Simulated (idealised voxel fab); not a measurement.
process module | voxel self aligned contacts
cross-section cut | 200 nm wide | cells 5 nm
A cross-section is a grid of square cells, given in bands from the top down. A band is one or more rows of cells.
Each band's line starts with the height of the band's top and of its bottom, in nm. Then come its materials from left to right, each with its width in nm. One material with "throughout" fills the band from edge to edge. "air" is empty space.
Height 0 is the level under which the wafer as received is all one material. The lowest band goes on downwards, as in "0 down".
A width such as "30 to 40" changes by the same amount from each row of cells to the next, from the band's top row to its bottom row.
"no change" after a step means that no cell of the cross-section changed.
closed voids: empty space of 8 cells or more with no open way to the top, each as width x height at its distance from the left edge, in nm
after a step's settings: what the simulator itself notes on the step
overlay nm, on a step with a mask: how far to the right of its planned place the mask lay; to the left if negative
plan
1 op RECEIVE | material Si
2 op OXIDIZE | depth nm 5
3 op DIRECTIONAL_DEP | material polySi | thk nm 30
4 op DIRECTIONAL_DEP | material SiN | thk nm 15
5 op MASKED_ETCH | tone cover | mask id GATE | width nm 35 | pitch nm 60 | etch materials SiN | depth nm 15 | overlay nm 0
6 op MASKED_ETCH | tone cover | mask id GATE | width nm 35 | pitch nm 60 | etch materials polySi | depth nm 30 | overlay nm 0
7 op CONFORMAL_DEP | material SiN | thk nm 5
8 op DIRECTIONAL_ETCH | etch materials SiN | depth nm 5
9 op FILL_DEP | material SiO2 | thk nm 20
10 op CMP | height nm 55
11 op MASKED_ETCH | tone open | mask id CONTACT | width nm 35 | pitch nm 60 | etch materials SiO2 | depth nm 60 | overlay nm 0
12 op CONFORMAL_DEP | material TiN | thk nm 5
13 op FILL_DEP | material W | thk nm 10
14 op CMP | height nm 55
15 op CONFORMAL_DEP | material SiN | thk nm 5
first wafer, as planned
as received, after step 1
  0 down: Si throughout
  closed voids: none
after step 2
  0 to -5: SiO2 throughout
  below -5: unchanged
after step 3
  30 to 0: polySi throughout
  below 0: unchanged
after step 4
  45 to 30: SiN throughout
  below 30: unchanged
after step 5
  45 to 30: air 20 | SiN 35 | air 25 | SiN 35 | air 25 | SiN 35 | air 25
  below 30: unchanged
after step 6
  45 to 30: air 20 | SiN 35 | air 25 | SiN 35 | air 25 | SiN 35 | air 25
  30 to 0: air 20 | polySi 35 | air 25 | polySi 35 | air 25 | polySi 35 | air 25
  below 0: unchanged
after step 7
  50 to 30: air 15 | SiN 45 | air 15 | SiN 45 | air 15 | SiN 45 | air 20
  30 to 5: air 15 | SiN 5 | polySi 35 | SiN 5 | air 15 | SiN 5 | polySi 35 | SiN 5 | air 15 | SiN 5 | polySi 35 | SiN 5 | air 20
  5 to 0: SiN 20 | polySi 35 | SiN 25 | polySi 35 | SiN 25 | polySi 35 | SiN 25
  below 0: unchanged
after step 8
  45 to 30: air 15 | SiN 45 | air 15 | SiN 45 | air 15 | SiN 45 | air 20
  30 to 0: air 15 | SiN 5 | polySi 35 | SiN 5 | air 15 | SiN 5 | polySi 35 | SiN 5 | air 15 | SiN 5 | polySi 35 | SiN 5 | air 20
  below 0: unchanged
after step 9
  65 to 45: SiO2 throughout
  45 to 30: SiO2 15 | SiN 45 | SiO2 15 | SiN 45 | SiO2 15 | SiN 45 | SiO2 20
  30 to 0: SiO2 15 | SiN 5 | polySi 35 | SiN 5 | SiO2 15 | SiN 5 | polySi 35 | SiN 5 | SiO2 15 | SiN 5 | polySi 35 | SiN 5 | SiO2 20
  below 0: unchanged
after step 10
  55 to 45: SiO2 throughout
  below 45: unchanged
after step 11
  55 to 45: SiO2 50 | air 35 | SiO2 25 | air 35 | SiO2 55
  45 to 30: SiO2 15 | SiN 45 | air 15 | SiN 45 | air 15 | SiN 45 | SiO2 20
  30 to 0: SiO2 15 | SiN 5 | polySi 35 | SiN 5 | air 15 | SiN 5 | polySi 35 | SiN 5 | air 15 | SiN 5 | polySi 35 | SiN 5 | SiO2 20
  0 to -5: SiO2 60 | air 15 | SiO2 45 | air 15 | SiO2 65
  below -5: unchanged
after step 12
  60 to 55: TiN 55 | air 25 | TiN 35 | air 25 | TiN 60
  55 to 45: SiO2 50 | TiN 5 to 15 | air 25 to 5 | TiN 5 to 15 | SiO2 25 | TiN 5 to 15 | air 25 to 5 | TiN 5 to 15 | SiO2 55
  45 to 30: SiO2 15 | SiN 45 | TiN 5 | air 5 | TiN 5 | SiN 45 | TiN 5 | air 5 | TiN 5 | SiN 45 | SiO2 20
  30 to 0: SiO2 15 | SiN 5 | polySi 35 | SiN 5 | TiN 5 | air 5 | TiN 5 | SiN 5 | polySi 35 | SiN 5 | TiN 5 | air 5 | TiN 5 | SiN 5 | polySi 35 | SiN 5 | SiO2 20
  0 to -5: SiO2 60 | TiN 15 | SiO2 45 | TiN 15 | SiO2 65
  below -5: unchanged
after step 13
  70 to 60: W throughout
  60 to 55: TiN 55 | W 25 | TiN 35 | W 25 | TiN 60
  55 to 45: SiO2 50 | TiN 5 to 15 | W 25 to 5 | TiN 5 to 15 | SiO2 25 | TiN 5 to 15 | W 25 to 5 | TiN 5 to 15 | SiO2 55
  45 to 30: SiO2 15 | SiN 45 | TiN 5 | W 5 | TiN 5 | SiN 45 | TiN 5 | W 5 | TiN 5 | SiN 45 | SiO2 20
  30 to 0: SiO2 15 | SiN 5 | polySi 35 | SiN 5 | TiN 5 | W 5 | TiN 5 | SiN 5 | polySi 35 | SiN 5 | TiN 5 | W 5 | TiN 5 | SiN 5 | polySi 35 | SiN 5 | SiO2 20
  below 0: unchanged
after step 14
  55 to 45: SiO2 50 | TiN 5 to 15 | W 25 to 5 | TiN 5 to 15 | SiO2 25 | TiN 5 to 15 | W 25 to 5 | TiN 5 to 15 | SiO2 55
  below 45: unchanged
after step 15
  60 to 55: SiN throughout
  below 55: unchanged
second wafer: like start, like plan, one mistake. Through step 10 it matches the first wafer
when step 11 should have ended
  55 to 45: air 50 | SiO2 35 | air 25 | SiO2 35 | air 55
  45 to 30: air 15 | SiN 45 | SiO2 15 | SiN 45 | SiO2 15 | SiN 45 | air 20
  30 to 0: air 15 | SiN 5 | polySi 35 | SiN 5 | SiO2 15 | SiN 5 | polySi 35 | SiN 5 | SiO2 15 | SiN 5 | polySi 35 | SiN 5 | air 20
  0 to -5: air 15 | SiO2 165 | air 20
  below -5: unchanged
when step 12 should have ended
  60 to 55: air 45 | TiN 45 | air 15 | TiN 45 | air 50
  55 to 50: air 45 | TiN 5 | SiO2 35 | TiN 5 | air 15 | TiN 5 | SiO2 35 | TiN 5 | air 50
  50 to 45: air 10 | TiN 40 | SiO2 35 | TiN 25 | SiO2 35 | TiN 40 | air 15
  45 to 30: air 10 | TiN 5 | SiN 45 | SiO2 15 | SiN 45 | SiO2 15 | SiN 45 | TiN 5 | air 15
  30 to 0: air 10 | TiN 5 | SiN 5 | polySi 35 | SiN 5 | SiO2 15 | SiN 5 | polySi 35 | SiN 5 | SiO2 15 | SiN 5 | polySi 35 | SiN 5 | TiN 5 | air 15
  0 to -5: TiN 15 | SiO2 165 | TiN 20
  below -5: unchanged
when step 13 should have ended
  70 to 60: W throughout
  60 to 55: W 45 | TiN 45 | W 15 | TiN 45 | W 50
  55 to 50: W 45 | TiN 5 | SiO2 35 | TiN 5 | W 15 | TiN 5 | SiO2 35 | TiN 5 | W 50
  50 to 45: W 10 | TiN 40 | SiO2 35 | TiN 25 | SiO2 35 | TiN 40 | W 15
  45 to 30: W 10 | TiN 5 | SiN 45 | SiO2 15 | SiN 45 | SiO2 15 | SiN 45 | TiN 5 | W 15
  30 to 0: W 10 | TiN 5 | SiN 5 | polySi 35 | SiN 5 | SiO2 15 | SiN 5 | polySi 35 | SiN 5 | SiO2 15 | SiN 5 | polySi 35 | SiN 5 | TiN 5 | W 15
  below 0: unchanged
when step 14 should have ended
  55 to 50: W 45 | TiN 5 | SiO2 35 | TiN 5 | W 15 | TiN 5 | SiO2 35 | TiN 5 | W 50
  below 50: unchanged
when step 15 should have ended
  60 to 55: SiN throughout
  below 55: unchanged
what went wrong: step 11 ran as: op MASKED_ETCH | tone cover | mask id CONTACT | width nm 35 | pitch nm 60 | etch materials SiO2 | depth nm 60 | overlay nm 0
at the end the second wafer has, in cells: 34 fewer of SiO2 | 8 fewer of TiN | 42 more of W
